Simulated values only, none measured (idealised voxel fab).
The following process module bears the name voxel ribs on slabs.
This is section cut - it's 245 nm across, gridded in 5 nm square cells.
Cross-section = grid of square cells, listed top down in bands; band = one or more rows. Heads up on the band format: heights come first, top then bottom, in nm. After that it's the materials left to right, each with its width in nm. A single material flagged "full width" fills the whole band edge to edge, and "empty" means there's empty space there. Height datum 0, below which the as-received substrate wafer is one material. Lowest band open at the bottom, running downward: "0 nm and below". The two numbers in a width such as "30 to 40" mark its ends across the band: the first belongs to the top row of cells, the second to the bottom row, and from each row to the next the width moves by the same amount. Any step labelled "nothing altered" changed none of the cells in the cross-section. Under "Sealed voids" you'll find the enclosed gaps, the ones with no way out to the top, that are 8 cells or bigger; each reads width x height at distance, with distance counted from the left edge, everything in nm. Post-settings text on a step line: simulator's own remark regarding the step. The line of a step may include "overlay nm". On a step with a mask, this value is how far to the right of its planned place the mask lay. A negative value means the mask lay to the left.
**Planned step list for the process**
1. RECEIVE with material Si
2. DIRECTIONAL_DEP with material SiO2, thk nm 20
3. DIRECTIONAL_DEP with material polySi, thk nm 20
4. MASKED_ETCH with tone cover, mask id RIB, width nm 30, etch materials polySi, depth nm 5, overlay nm 0
5. DIRECTIONAL_DEP with material aC, thk nm 15
6. PATTERN with tone cover, mask id SLAB, material resist, width nm 70, thk nm 30, overlay nm 0
7. DIRECTIONAL_ETCH with etch materials aC, depth nm 15
8. STRIP with etch materials resist
9. DIRECTIONAL_ETCH with etch materials polySi, depth nm 20
10. STRIP with etch materials aC
11. FILL_DEP with material SiO2, thk nm 25
12. CMP with height nm 65
13. DIRECTIONAL_DEP with material W, thk nm 10
14. PATTERN with tone cover, mask id HEATER, material resist, width nm 40, thk nm 15, overlay nm 0
15. DIRECTIONAL_ETCH with etch materials W, depth nm 10
16. STRIP with etch materials resist
17. CONFORMAL_DEP with material SiO2, thk nm 10
The plan's step 3 thk nm is the first wafer's value; the wafers differ in this setting and start identical.
**Cross-section of the first of several received wafers, showing its state after step 1**
> 0 nm and below  Si full width
> Sealed voids: none
**Gained (+) or lost (-) cells of each material since receipt, then closed voids: one row per wafer, at the end of the module**
thk nm 20 | +695 SiO2 | +16 W | +48 polySi | Sealed voids: none
thk nm 25 | +681 SiO2 | +16 W | +62 polySi | Sealed voids: none
thk nm 30 | +632 SiO2 | +16 W | +111 polySi | Sealed voids: none
thk nm 35 | +583 SiO2 | +16 W | +160 polySi | Sealed voids: none
thk nm 40 | +534 SiO2 | +16 W | +209 polySi | Sealed voids: none
